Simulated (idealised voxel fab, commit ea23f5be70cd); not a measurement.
Module name: voxel capacitor over wiring (process module)
For reference, the cross-section in this document is cut, with width 295 nm and square cells of 5 nm.
For the purposes of this document, a cross-section shall be understood as a grid of square cells, specified as bands listed in top-to-bottom order, each band consisting of one or more rows of cells.
This entry defines a band. It first specifies the height of the band's top and the height of its bottom in nm, and then specifies the band's materials from left to right, stating each material with its width in nm. The word "throughout" identifies a single material that fills the band from edge to edge, while the word "air" identifies empty space.
We count height from 0. Below that, the starting wafer is all one material. The lowest band never ends at the bottom but goes on down; see "0..down" for how that is written.
Width spec "30..40" -> top row of cells at first value, bottom row at second value, equal per-row change in between.
"stayed the same" (step): cross-section cells unchanged, all of them.
The label "Closed void catalog" introduces a list of the empty spaces, 8 cells or larger, that have no open way up to the top; each entry in it reads width x height at distance, where the distance is taken from the left edge and all three are stated in nm.
Post-settings text on a step line: simulator's own remark regarding the step.
overlay nm, on a step with a mask: how far to the right of its planned place the mask lay; to the left if negative

## List of planned process steps
step 1: RECEIVE: material Si
step 2: CONFORMAL_DEP: material SiO2, thk nm 15
step 3: CONFORMAL_DEP: material SiCN, thk nm 5
step 4: DIRECTIONAL_DEP: material SiO2, thk nm 25
step 5: PATTERN: tone open, mask id METAL_1, material resist, width nm 30, pitch nm 95, thk nm 20, overlay nm 0
step 6: DIRECTIONAL_ETCH: etch materials SiO2, depth nm 25
step 7: DIRECTIONAL_ETCH: etch materials SiCN, depth nm 5
step 8: STRIP: etch materials resist
step 9: CONFORMAL_DEP: material TiN, thk nm 5
step 10: FILL_DEP: material Cu, thk nm 10
step 11: CMP: height nm 45
step 12: CONFORMAL_DEP: material SiCN, thk nm 5
step 13: DIRECTIONAL_DEP: material SiO2, thk nm 10
step 14: MASKED_ETCH: tone open, mask id PLUG_1, width nm 15, etch materials SiO2, depth nm 10, overlay nm 0
step 15: MASKED_ETCH: tone open, mask id PLUG_1, width nm 15, etch materials SiCN, depth nm 5, overlay nm 0
step 16: EPI: material Ru, thk nm 10
step 17: EPI: material Ru, thk nm 5
step 18: DIRECTIONAL_DEP: material TiN, thk nm 5
step 19: DIRECTIONAL_DEP: material SiN, thk nm 5
step 20: DIRECTIONAL_DEP: material TiN, thk nm 5
step 21: MASKED_ETCH: tone cover, mask id UPPER_PLATE, width nm 70, etch materials TiN, depth nm 5, overlay nm 0
step 22: MASKED_ETCH: tone cover, mask id UPPER_PLATE, width nm 70, etch materials SiN, depth nm 5, overlay nm 0
step 23: DIRECTIONAL_DEP: material aC, thk nm 15
step 24: PATTERN: tone cover, mask id LOWER_PLATE, material resist, width nm 80, thk nm 35, overlay nm 0
step 25: DIRECTIONAL_ETCH: etch materials aC, depth nm 15
step 26: STRIP: etch materials resist
step 27: DIRECTIONAL_ETCH: etch materials TiN, depth nm 5
step 28: STRIP: etch materials aC
step 29: FILL_DEP: material SiO2, thk nm 15
step 30: CMP: height nm 85
step 31: DIRECTIONAL_DEP: material aC, thk nm 10
step 32: PATTERN: tone open, mask id PLUG_2, material resist, width nm 15, thk nm 25, overlay nm 0
step 33: DIRECTIONAL_ETCH: etch materials aC, depth nm 10
step 34: STRIP: etch materials resist
step 35: DIRECTIONAL_ETCH: etch materials SiO2, depth nm 10
step 36: STRIP: etch materials aC
step 37: CONFORMAL_DEP: material TiN, thk nm 5
step 38: FILL_DEP: material Ru, thk nm 5
step 39: CMP: height nm 85
step 40: CONFORMAL_DEP: material SiCN, thk nm 5

## first wafer, as planned

## So this is the incoming wafer in cross-section - it's already been through step 1
0..down: Si throughout
Closed void catalog: none

## The wafer in cross-section once step 2 is complete
15..0: SiO2 throughout
For the remainder of the cross-section, below 0, there is no change.

## The wafer in cross-section once step 3 is complete
20..15: SiCN throughout
For the remainder of the cross-section, below 15, there is no change.

## The wafer in cross-section once step 4 is complete
45..20: SiO2 throughout
For the remainder of the cross-section, below 20, there is no change.

## The wafer in cross-section once step 5 is complete
65..45: resist (85), air (30), resist (65), air (30), resist (85)
For the remainder of the cross-section, below 45, there is no change.

## The wafer in cross-section once step 6 is complete
65..45: resist (85), air (30), resist (65), air (30), resist (85)
45..20: SiO2 (85), air (30), SiO2 (65), air (30), SiO2 (85)
For the remainder of the cross-section, below 20, there is no change.

## The wafer in cross-section once step 7 is complete
65..45: resist (85), air (30), resist (65), air (30), resist (85)
45..20: SiO2 (85), air (30), SiO2 (65), air (30), SiO2 (85)
20..15: SiCN (85), air (30), SiCN (65), air (30), SiCN (85)
For the remainder of the cross-section, below 15, there is no change.

## The wafer in cross-section once step 8 is complete
45..20: SiO2 (85), air (30), SiO2 (65), air (30), SiO2 (85)
For the remainder of the cross-section, below 20, there is no change.

## The wafer in cross-section once step 9 is complete
50..45: TiN (90), air (20), TiN (75), air (20), TiN (90)
45..20: SiO2 (85), TiN (5), air (20), TiN (5), SiO2 (65), TiN (5), air (20), TiN (5), SiO2 (85)
20..15: SiCN (85), TiN (30), SiCN (65), TiN (30), SiCN (85)
For the remainder of the cross-section, below 15, there is no change.

## The wafer in cross-section once step 10 is complete
60..50: Cu throughout
50..45: TiN (90), Cu (20), TiN (75), Cu (20), TiN (90)
45..20: SiO2 (85), TiN (5), Cu (20), TiN (5), SiO2 (65), TiN (5), Cu (20), TiN (5), SiO2 (85)
For the remainder of the cross-section, below 20, there is no change.

## The wafer in cross-section once step 11 is complete
45..20: SiO2 (85), TiN (5), Cu (20), TiN (5), SiO2 (65), TiN (5), Cu (20), TiN (5), SiO2 (85)
For the remainder of the cross-section, below 20, there is no change.

## The wafer in cross-section once step 12 is complete
50..45: SiCN throughout
For the remainder of the cross-section, below 45, there is no change.

## The wafer in cross-section once step 13 is complete
60..50: SiO2 throughout
For the remainder of the cross-section, below 50, there is no change.

## The wafer in cross-section once step 14 is complete
60..50: SiO2 (100), air (15), SiO2 (180)
For the remainder of the cross-section, below 50, there is no change.

## The wafer in cross-section once step 15 is complete
60..50: SiO2 (100), air (15), SiO2 (180)
50..45: SiCN (100), air (15), SiCN (180)
For the remainder of the cross-section, below 45, there is no change.

## The wafer in cross-section once step 16 is complete
60..55: SiO2 (100), air (15), SiO2 (180)
55..50: SiO2 (100), Ru (15), SiO2 (180)
50..45: SiCN (100), Ru (15), SiCN (180)
For the remainder of the cross-section, below 45, there is no change.

## The wafer in cross-section once step 17 is complete
60..50: SiO2 (100), Ru (15), SiO2 (180)
For the remainder of the cross-section, below 50, there is no change.

## The wafer in cross-section once step 18 is complete
65..60: TiN throughout
For the remainder of the cross-section, below 60, there is no change.

## The wafer in cross-section once step 19 is complete
70..65: SiN throughout
For the remainder of the cross-section, below 65, there is no change.

## The wafer in cross-section once step 20 is complete
75..70: TiN throughout
For the remainder of the cross-section, below 70, there is no change.

## The wafer in cross-section once step 21 is complete
75..70: air (100), TiN (70), air (125)
For the remainder of the cross-section, below 70, there is no change.

## The wafer in cross-section once step 22 is complete
75..70: air (100), TiN (70), air (125)
70..65: air (100), SiN (70), air (125)
For the remainder of the cross-section, below 65, there is no change.

## The wafer in cross-section once step 23 is complete
90..80: air (100), aC (70), air (125)
80..75: aC throughout
75..70: aC (100), TiN (70), aC (125)
70..65: aC (100), SiN (70), aC (125)
For the remainder of the cross-section, below 65, there is no change.

## The wafer in cross-section once step 24 is complete
125..90: air (95), resist (80), air (120)
90..80: air (95), resist (5), aC (70), resist (5), air (120)
For the remainder of the cross-section, below 80, there is no change.

## The wafer in cross-section once step 25 is complete
110..90: air (95), resist (80), air (120)
90..80: air (95), resist (5), aC (70), resist (5), air (120)
80..75: air (95), aC (80), air (120)
75..70: air (95), aC (5), TiN (70), aC (5), air (120)
70..65: air (95), aC (5), SiN (70), aC (5), air (120)
For the remainder of the cross-section, below 65, there is no change.

## The wafer in cross-section once step 26 is complete
90..80: air (100), aC (70), air (125)
For the remainder of the cross-section, below 80, there is no change.

## The wafer in cross-section once step 27 is complete
90..80: air (100), aC (70), air (125)
80..75: air (95), aC (80), air (120)
75..70: air (95), aC (5), TiN (70), aC (5), air (120)
70..65: air (95), aC (5), SiN (70), aC (5), air (120)
65..60: air (95), TiN (80), air (120)
For the remainder of the cross-section, below 60, there is no change.

## The wafer in cross-section once step 28 is complete
75..70: air (100), TiN (70), air (125)
70..65: air (100), SiN (70), air (125)
For the remainder of the cross-section, below 65, there is no change.

## The wafer in cross-section once step 29 is complete
90..75: SiO2 throughout
75..70: SiO2 (100), TiN (70), SiO2 (125)
70..65: SiO2 (100), SiN (70), SiO2 (125)
65..60: SiO2 (95), TiN (80), SiO2 (120)
For the remainder of the cross-section, below 60, there is no change.

## The wafer in cross-section once step 30 is complete
85..75: SiO2 throughout
For the remainder of the cross-section, below 75, there is no change.

## The wafer in cross-section once step 31 is complete
95..85: aC throughout
For the remainder of the cross-section, below 85, there is no change.

## The wafer in cross-section once step 32 is complete
120..95: resist (110), air (15), resist (170)
For the remainder of the cross-section, below 95, there is no change.

## The wafer in cross-section once step 33 is complete
110..95: resist (110), air (15), resist (170)
95..85: aC (110), air (15), aC (170)
For the remainder of the cross-section, below 85, there is no change.

## The wafer in cross-section once step 34 is complete
95..85: aC (110), air (15), aC (170)
For the remainder of the cross-section, below 85, there is no change.

## The wafer in cross-section once step 35 is complete
95..85: aC (110), air (15), aC (170)
85..75: SiO2 (110), air (15), SiO2 (170)
For the remainder of the cross-section, below 75, there is no change.

## The wafer in cross-section once step 36 is complete
85..75: SiO2 (110), air (15), SiO2 (170)
For the remainder of the cross-section, below 75, there is no change.

## The wafer in cross-section once step 37 is complete
90..85: TiN (115), air (5), TiN (175)
85..80: SiO2 (110), TiN (5), air (5), TiN (5), SiO2 (170)
80..70: SiO2 (110..100), TiN (15..70), SiO2 (170..125)
For the remainder of the cross-section, below 70, there is no change.

## The wafer in cross-section once step 38 is complete
95..90: Ru throughout
90..85: TiN (115), Ru (5), TiN (175)
85..80: SiO2 (110), TiN (5), Ru (5), TiN (5), SiO2 (170)
For the remainder of the cross-section, below 80, there is no change.

## The wafer in cross-section once step 39 is complete
85..80: SiO2 (110), TiN (5), Ru (5), TiN (5), SiO2 (170)
For the remainder of the cross-section, below 80, there is no change.

## The wafer in cross-section once step 40 is complete
90..85: SiCN throughout
For the remainder of the cross-section, below 85, there is no change.

## Second wafer. Start and plan as for the first. One mistake made in running. Agrees with the first up to and including step 23

## The second wafer cut through, at the time step 24 was supposed to be finished
125..90: resist (95), air (80), resist (120)
90..80: resist (95), air (5), aC (70), air (5), resist (120)
For the remainder of the cross-section, below 80, there is no change.

## The second wafer cut through, at the time step 25 was supposed to be finished
110..80: resist (95), air (80), resist (120)
80..75: aC (95), air (80), aC (120)
75..70: aC (95), air (5), TiN (70), air (5), aC (120)
70..65: aC (95), air (5), SiN (70), air (5), aC (120)
For the remainder of the cross-section, below 65, there is no change.

## The second wafer cut through, at the time step 26 was supposed to be finished
80..75: aC (95), air (80), aC (120)
For the remainder of the cross-section, below 75, there is no change.

## The second wafer cut through, at the time step 27 was supposed to be finished
80..70: aC (95), air (80), aC (120)
70..65: aC (95), air (5), SiN (70), air (5), aC (120)
65..60: TiN (95), air (5), TiN (70), air (5), TiN (120)
For the remainder of the cross-section, below 60, there is no change.

## The second wafer cut through, at the time step 28 was supposed to be finished
70..65: air (100), SiN (70), air (125)
For the remainder of the cross-section, below 65, there is no change.

## The second wafer cut through, at the time step 29 was supposed to be finished
85..70: SiO2 throughout
70..65: SiO2 (100), SiN (70), SiO2 (125)
65..60: TiN (95), SiO2 (5), TiN (70), SiO2 (5), TiN (120)
For the remainder of the cross-section, below 60, there is no change.

The second wafer cut through, at the time step 30 was supposed to be finished: stayed the same

## The second wafer cut through, at the time step 31 was supposed to be finished
95..85: aC throughout
For the remainder of the cross-section, below 85, there is no change.

## The second wafer cut through, at the time step 32 was supposed to be finished
120..95: resist (110), air (15), resist (170)
For the remainder of the cross-section, below 95, there is no change.

## The second wafer cut through, at the time step 33 was supposed to be finished
110..95: resist (110), air (15), resist (170)
95..85: aC (110), air (15), aC (170)
For the remainder of the cross-section, below 85, there is no change.

## The second wafer cut through, at the time step 34 was supposed to be finished
95..85: aC (110), air (15), aC (170)
For the remainder of the cross-section, below 85, there is no change.

## The second wafer cut through, at the time step 35 was supposed to be finished
95..85: aC (110), air (15), aC (170)
85..75: SiO2 (110), air (15), SiO2 (170)
For the remainder of the cross-section, below 75, there is no change.

## The second wafer cut through, at the time step 36 was supposed to be finished
85..75: SiO2 (110), air (15), SiO2 (170)
For the remainder of the cross-section, below 75, there is no change.

## The second wafer cut through, at the time step 37 was supposed to be finished
90..85: TiN (115), air (5), TiN (175)
85..80: SiO2 (110), TiN (5), air (5), TiN (5), SiO2 (170)
80..75: SiO2 (110), TiN (15), SiO2 (170)
For the remainder of the cross-section, below 75, there is no change.

## The second wafer cut through, at the time step 38 was supposed to be finished
95..90: Ru throughout
90..85: TiN (115), Ru (5), TiN (175)
85..80: SiO2 (110), TiN (5), Ru (5), TiN (5), SiO2 (170)
For the remainder of the cross-section, below 80, there is no change.

## The second wafer cut through, at the time step 39 was supposed to be finished
85..80: SiO2 (110), TiN (5), Ru (5), TiN (5), SiO2 (170)
For the remainder of the cross-section, below 80, there is no change.

## The second wafer cut through, at the time step 40 was supposed to be finished
90..85: SiCN throughout
For the remainder of the cross-section, below 85, there is no change.
Error vs. plan: note that step 24 departed from the planned setting and was carried out as PATTERN: tone open, mask id LOWER_PLATE, material resist, width nm 80, thk nm 35, overlay nm 0
at the end the second wafer has, in cells: SiO2: 27 fewer; TiN: 27 more
